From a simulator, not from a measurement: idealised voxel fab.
The following is a process module called voxel self aligned vias.
260 nm wide, 5 nm square cells: that's cross-section cut.
How to read a cross-section here: the picture is a grid of square cells, written as bands going from the top down, and any band can span one or more rows of cells. Band: top height; bottom height; in nm. Then, left to right: material with width in nm, for each material. "throughout": a single material spanning edge to edge. "air": empty space. Height datum 0, below which the as-received substrate wafer is one material. Lowest band open at the bottom, running downward: "0..down". Width: "30->40" (first number = top row, second number = bottom row, same change from row to row of cells). Step marked "all unchanged"? Then no cell in the cross-section changed in it. Entry "Listed closed voids". Content: empty spaces with no open connection to the top, size 8 cells or greater. Each: width x height at distance. Distance: from left edge. Unit: nm. Read whatever lies past the settings on a step's line as the simulator's own remark about the step. Among the settings permitted on a step's line is "overlay nm"; applied to a step with a mask, it specifies the extent to which the mask lay to the right of its planned position, whereas a negative figure signifies a position to the left.

Planned step list for the process
1) RECEIVE | material Si
2) CONFORMAL_DEP | material SiO2 | thk nm 15
3) CONFORMAL_DEP | material SiCN | thk nm 5
4) DIRECTIONAL_DEP | material SiO2 | thk nm 30
5) PATTERN | tone open | mask id LINES | material resist | width nm 30 | pitch nm 60 | thk nm 20 | overlay nm 0
6) DIRECTIONAL_ETCH | etch materials SiO2 | depth nm 30
7) STRIP | etch materials resist
8) CONFORMAL_DEP | material TiN | thk nm 5
9) FILL_DEP | material Ru | thk nm 10
10) CMP | height nm 50
11) SELECTIVE_ETCH | etch materials W Ru TiN | depth nm 5
12) FILL_DEP | material SiN | thk nm 10
13) CMP | height nm 50
14) DIRECTIONAL_DEP | material SiO2 | thk nm 15
15) MASKED_ETCH | tone open | mask id VIAS | width nm 40 | pitch nm 60 | etch materials SiO2 | depth nm 15 | overlay nm 0
16) MASKED_ETCH | tone open | mask id VIAS | width nm 40 | pitch nm 60 | etch materials SiN | depth nm 5 | overlay nm 0
17) CONFORMAL_DEP | material TiN | thk nm 5
18) FILL_DEP | material W | thk nm 10
19) CMP | height nm 65
20) CONFORMAL_DEP | material SiCN | thk nm 5

Wafer as received: cross-section following step 1
0..down = Si throughout
Listed closed voids: none

Figure: cross-sectional view of the wafer upon completion of the module, processed from the initial state and according to the plan depicted above, with one error introduced during execution
70..65 = SiCN throughout
65..50 = SiO2=50, TiN=5, W=30, TiN=5, SiO2=20, TiN=5, W=30, TiN=5, SiO2=20, TiN=5, W=30, TiN=5, SiO2=50
50..45 = SiN=50, TiN=40, SiN=20, TiN=40, SiN=20, TiN=40, SiN=50
45..40 = Ru throughout
40..35 = TiN=60, Ru=20, TiN=40, Ru=20, TiN=40, Ru=20, TiN=60
35..10 = SiO2=55, TiN=5, Ru=20, TiN=5, SiO2=30, TiN=5, Ru=20, TiN=5, SiO2=30, TiN=5, Ru=20, TiN=5, SiO2=55
10..5 = SiO2=55, TiN=30, SiO2=30, TiN=30, SiO2=30, TiN=30, SiO2=55
5..0 = SiCN throughout
0..down = Si throughout
Listed closed voids: none
Short version of what went wrong: step 2 was left out
